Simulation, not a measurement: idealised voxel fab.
process module | voxel trench capacitor
cross-section cut | 160 nm wide | cells 5 nm
A cross-section is a grid of square cells, given in bands from the top down. A band is one or more rows of cells.
Each band's line starts with the height of the band's top and of its bottom, in nm. Then come its materials from left to right, each with its width in nm. One material with "throughout" fills the band from edge to edge. "air" is empty space.
Height 0 is the level under which the wafer as received is all one material. The lowest band goes on downwards, as in "0 down".
A width such as "30 to 40" changes by the same amount from each row of cells to the next, from the band's top row to its bottom row.
"no change" after a step means that no cell of the cross-section changed.
closed voids: empty space of 8 cells or more with no open way to the top, each as width x height at its distance from the left edge, in nm
after a step's settings: what the simulator itself notes on the step
overlay nm, on a step with a mask: how far to the right of its planned place the mask lay; to the left if negative
plan
1 op RECEIVE | material Si
2 op CONFORMAL_DEP | material SiN | thk nm 5
3 op PATTERN | tone open | mask id TRENCH | material resist | width nm 30 | pitch nm 50 | thk nm 20 | overlay nm 0
4 op DIRECTIONAL_ETCH | etch materials SiN | depth nm 5
5 op DIRECTIONAL_ETCH | etch materials Si | depth nm 25
6 op STRIP | etch materials resist
7 op CONFORMAL_DEP | material Al2O3 | thk nm 5
8 op CONFORMAL_DEP | material TiN | thk nm 5
9 op FILL_DEP | material W | thk nm 10
10 op CMP | height nm 5
first wafer, as planned
as received, after step 1
  0 down: Si throughout
  closed voids: none
after step 2
  5 to 0: SiN throughout
  below 0: unchanged
after step 3
  25 to 5: resist 15 | air 30 | resist 20 | air 30 | resist 20 | air 30 | resist 15
  below 5: unchanged
after step 4
  25 to 5: resist 15 | air 30 | resist 20 | air 30 | resist 20 | air 30 | resist 15
  5 to 0: SiN 15 | air 30 | SiN 20 | air 30 | SiN 20 | air 30 | SiN 15
  below 0: unchanged
after step 5
  25 to 5: resist 15 | air 30 | resist 20 | air 30 | resist 20 | air 30 | resist 15
  5 to 0: SiN 15 | air 30 | SiN 20 | air 30 | SiN 20 | air 30 | SiN 15
  0 to -25: Si 15 | air 30 | Si 20 | air 30 | Si 20 | air 30 | Si 15
  below -25: unchanged
after step 6
  5 to 0: SiN 15 | air 30 | SiN 20 | air 30 | SiN 20 | air 30 | SiN 15
  below 0: unchanged
after step 7
  10 to 5: Al2O3 20 | air 20 | Al2O3 30 | air 20 | Al2O3 30 | air 20 | Al2O3 20
  5 to 0: SiN 15 | Al2O3 5 | air 20 | Al2O3 5 | SiN 20 | Al2O3 5 | air 20 | Al2O3 5 | SiN 20 | Al2O3 5 | air 20 | Al2O3 5 | SiN 15
  0 to -20: Si 15 | Al2O3 5 | air 20 | Al2O3 5 | Si 20 | Al2O3 5 | air 20 | Al2O3 5 | Si 20 | Al2O3 5 | air 20 | Al2O3 5 | Si 15
  -20 to -25: Si 15 | Al2O3 30 | Si 20 | Al2O3 30 | Si 20 | Al2O3 30 | Si 15
  below -25: unchanged
after step 8
  15 to 10: TiN 25 | air 10 | TiN 40 | air 10 | TiN 40 | air 10 | TiN 25
  10 to 5: Al2O3 20 | TiN 5 | air 10 | TiN 5 | Al2O3 30 | TiN 5 | air 10 | TiN 5 | Al2O3 30 | TiN 5 | air 10 | TiN 5 | Al2O3 20
  5 to 0: SiN 15 | Al2O3 5 | TiN 5 | air 10 | TiN 5 | Al2O3 5 | SiN 20 | Al2O3 5 | TiN 5 | air 10 | TiN 5 | Al2O3 5 | SiN 20 | Al2O3 5 | TiN 5 | air 10 | TiN 5 | Al2O3 5 | SiN 15
  0 to -15: Si 15 | Al2O3 5 | TiN 5 | air 10 | TiN 5 | Al2O3 5 | Si 20 | Al2O3 5 | TiN 5 | air 10 | TiN 5 | Al2O3 5 | Si 20 | Al2O3 5 | TiN 5 | air 10 | TiN 5 | Al2O3 5 | Si 15
  -15 to -20: Si 15 | Al2O3 5 | TiN 20 | Al2O3 5 | Si 20 | Al2O3 5 | TiN 20 | Al2O3 5 | Si 20 | Al2O3 5 | TiN 20 | Al2O3 5 | Si 15
  below -20: unchanged
after step 9
  25 to 15: W throughout
  15 to 10: TiN 25 | W 10 | TiN 40 | W 10 | TiN 40 | W 10 | TiN 25
  10 to 5: Al2O3 20 | TiN 5 | W 10 | TiN 5 | Al2O3 30 | TiN 5 | W 10 | TiN 5 | Al2O3 30 | TiN 5 | W 10 | TiN 5 | Al2O3 20
  5 to 0: SiN 15 | Al2O3 5 | TiN 5 | W 10 | TiN 5 | Al2O3 5 | SiN 20 | Al2O3 5 | TiN 5 | W 10 | TiN 5 | Al2O3 5 | SiN 20 | Al2O3 5 | TiN 5 | W 10 | TiN 5 | Al2O3 5 | SiN 15
  0 to -15: Si 15 | Al2O3 5 | TiN 5 | W 10 | TiN 5 | Al2O3 5 | Si 20 | Al2O3 5 | TiN 5 | W 10 | TiN 5 | Al2O3 5 | Si 20 | Al2O3 5 | TiN 5 | W 10 | TiN 5 | Al2O3 5 | Si 15
  below -15: unchanged
after step 10
  5 to 0: SiN 15 | Al2O3 5 | TiN 5 | W 10 | TiN 5 | Al2O3 5 | SiN 20 | Al2O3 5 | TiN 5 | W 10 | TiN 5 | Al2O3 5 | SiN 20 | Al2O3 5 | TiN 5 | W 10 | TiN 5 | Al2O3 5 | SiN 15
  below 0: unchanged
second wafer: like start, like plan, one mistake. Through step 4 it matches the first wafer
when step 5 should have ended
  25 to 5: resist 15 | air 30 | resist 20 | air 30 | resist 20 | air 30 | resist 15
  5 to 0: SiN 15 | air 30 | SiN 20 | air 30 | SiN 20 | air 30 | SiN 15
  0 to -50: Si 15 | air 30 | Si 20 | air 30 | Si 20 | air 30 | Si 15
  below -50: unchanged
when step 6 should have ended
  5 to 0: SiN 15 | air 30 | SiN 20 | air 30 | SiN 20 | air 30 | SiN 15
  below 0: unchanged
when step 7 should have ended
  10 to 5: Al2O3 20 | air 20 | Al2O3 30 | air 20 | Al2O3 30 | air 20 | Al2O3 20
  5 to 0: SiN 15 | Al2O3 5 | air 20 | Al2O3 5 | SiN 20 | Al2O3 5 | air 20 | Al2O3 5 | SiN 20 | Al2O3 5 | air 20 | Al2O3 5 | SiN 15
  0 to -45: Si 15 | Al2O3 5 | air 20 | Al2O3 5 | Si 20 | Al2O3 5 | air 20 | Al2O3 5 | Si 20 | Al2O3 5 | air 20 | Al2O3 5 | Si 15
  -45 to -50: Si 15 | Al2O3 30 | Si 20 | Al2O3 30 | Si 20 | Al2O3 30 | Si 15
  below -50: unchanged
when step 8 should have ended
  15 to 10: TiN 25 | air 10 | TiN 40 | air 10 | TiN 40 | air 10 | TiN 25
  10 to 5: Al2O3 20 | TiN 5 | air 10 | TiN 5 | Al2O3 30 | TiN 5 | air 10 | TiN 5 | Al2O3 30 | TiN 5 | air 10 | TiN 5 | Al2O3 20
  5 to 0: SiN 15 | Al2O3 5 | TiN 5 | air 10 | TiN 5 | Al2O3 5 | SiN 20 | Al2O3 5 | TiN 5 | air 10 | TiN 5 | Al2O3 5 | SiN 20 | Al2O3 5 | TiN 5 | air 10 | TiN 5 | Al2O3 5 | SiN 15
  0 to -40: Si 15 | Al2O3 5 | TiN 5 | air 10 | TiN 5 | Al2O3 5 | Si 20 | Al2O3 5 | TiN 5 | air 10 | TiN 5 | Al2O3 5 | Si 20 | Al2O3 5 | TiN 5 | air 10 | TiN 5 | Al2O3 5 | Si 15
  -40 to -45: Si 15 | Al2O3 5 | TiN 20 | Al2O3 5 | Si 20 | Al2O3 5 | TiN 20 | Al2O3 5 | Si 20 | Al2O3 5 | TiN 20 | Al2O3 5 | Si 15
  below -45: unchanged
when step 9 should have ended
  25 to 15: W throughout
  15 to 10: TiN 25 | W 10 | TiN 40 | W 10 | TiN 40 | W 10 | TiN 25
  10 to 5: Al2O3 20 | TiN 5 | W 10 | TiN 5 | Al2O3 30 | TiN 5 | W 10 | TiN 5 | Al2O3 30 | TiN 5 | W 10 | TiN 5 | Al2O3 20
  5 to 0: SiN 15 | Al2O3 5 | TiN 5 | W 10 | TiN 5 | Al2O3 5 | SiN 20 | Al2O3 5 | TiN 5 | W 10 | TiN 5 | Al2O3 5 | SiN 20 | Al2O3 5 | TiN 5 | W 10 | TiN 5 | Al2O3 5 | SiN 15
  0 to -40: Si 15 | Al2O3 5 | TiN 5 | W 10 | TiN 5 | Al2O3 5 | Si 20 | Al2O3 5 | TiN 5 | W 10 | TiN 5 | Al2O3 5 | Si 20 | Al2O3 5 | TiN 5 | W 10 | TiN 5 | Al2O3 5 | Si 15
  below -40: unchanged
when step 10 should have ended
  5 to 0: SiN 15 | Al2O3 5 | TiN 5 | W 10 | TiN 5 | Al2O3 5 | SiN 20 | Al2O3 5 | TiN 5 | W 10 | TiN 5 | Al2O3 5 | SiN 20 | Al2O3 5 | TiN 5 | W 10 | TiN 5 | Al2O3 5 | SiN 15
  below 0: unchanged
what went wrong: step 5 was run twice
at the end the second wafer has, in cells: 30 more of Al2O3 | 90 fewer of Si | 30 more of TiN | 30 more of W
